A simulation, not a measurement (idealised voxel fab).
process module | voxel self aligned contacts
cross-section cut | 220 nm wide | cells 5 nm
A cross-section is a grid of square cells, given in bands from the top down. A band is one or more rows of cells.
Each band's line starts with the height of the band's top and of its bottom, in nm. Then come its materials from left to right, each with its width in nm. One material with "throughout" fills the band from edge to edge. "air" is empty space.
Height 0 is the level under which the wafer as received is all one material. The lowest band goes on downwards, as in "0 down".
A width such as "30 to 40" changes by the same amount from each row of cells to the next, from the band's top row to its bottom row.
"no change" after a step means that no cell of the cross-section changed.
closed voids: empty space of 8 cells or more with no open way to the top, each as width x height at its distance from the left edge, in nm
after a step's settings: what the simulator itself notes on the step
overlay nm, on a step with a mask: how far to the right of its planned place the mask lay; to the left if negative
plan
1 op RECEIVE | material Si
2 op OXIDIZE | depth nm 5
3 op DIRECTIONAL_DEP | material polySi | thk nm 30
4 op DIRECTIONAL_DEP | material SiN | thk nm 20
5 op PATTERN | tone cover | mask id GATE | material resist | width nm 35 | pitch nm 65 | thk nm 15 | overlay nm 0
6 op DIRECTIONAL_ETCH | etch materials SiN | depth nm 20
7 op DIRECTIONAL_ETCH | etch materials polySi | depth nm 30
8 op STRIP | etch materials resist
9 op CONFORMAL_DEP | material SiN | thk nm 5
10 op DIRECTIONAL_ETCH | etch materials SiN | depth nm 5
11 op FILL_DEP | material SiO2 | thk nm 15
12 op CMP | height nm 55
13 op PATTERN | tone open | mask id CONTACT | material resist | width nm 50 | pitch nm 65 | thk nm 15 | overlay nm 0
14 op DIRECTIONAL_ETCH | etch materials SiO2 | depth nm 60
15 op STRIP | etch materials resist
16 op CONFORMAL_DEP | material TiN | thk nm 5
17 op FILL_DEP | material Ru | thk nm 10
18 op CMP | height nm 55
19 op CONFORMAL_DEP | material SiN | thk nm 5
as received, after step 1
  0 down: Si throughout
  closed voids: none
a wafer at the end: this start, this plan, one mistake
  60 to 55: SiN throughout
  55 to 50: SiO2 50 | TiN 50 | SiO2 15 | TiN 50 | SiO2 55
  50 to 30: SiN 30 | SiO2 20 | TiN 5 | SiN 40 | TiN 5 | SiO2 15 | TiN 5 | SiN 40 | TiN 5 | SiO2 20 | SiN 35
  30 to 0: polySi 25 | SiN 5 | SiO2 20 | TiN 5 | SiN 5 | polySi 30 | SiN 5 | TiN 5 | SiO2 15 | TiN 5 | SiN 5 | polySi 30 | SiN 5 | TiN 5 | SiO2 20 | SiN 5 | polySi 30
  0 to -5: SiO2 50 | TiN 5 | SiO2 40 | TiN 5 | SiO2 15 | TiN 5 | SiO2 40 | TiN 5 | SiO2 55
  -5 down: Si throughout
  closed voids: none
what went wrong: step 5 ran as: op PATTERN | tone open | mask id GATE | material resist | width nm 35 | pitch nm 65 | thk nm 15 | overlay nm 0
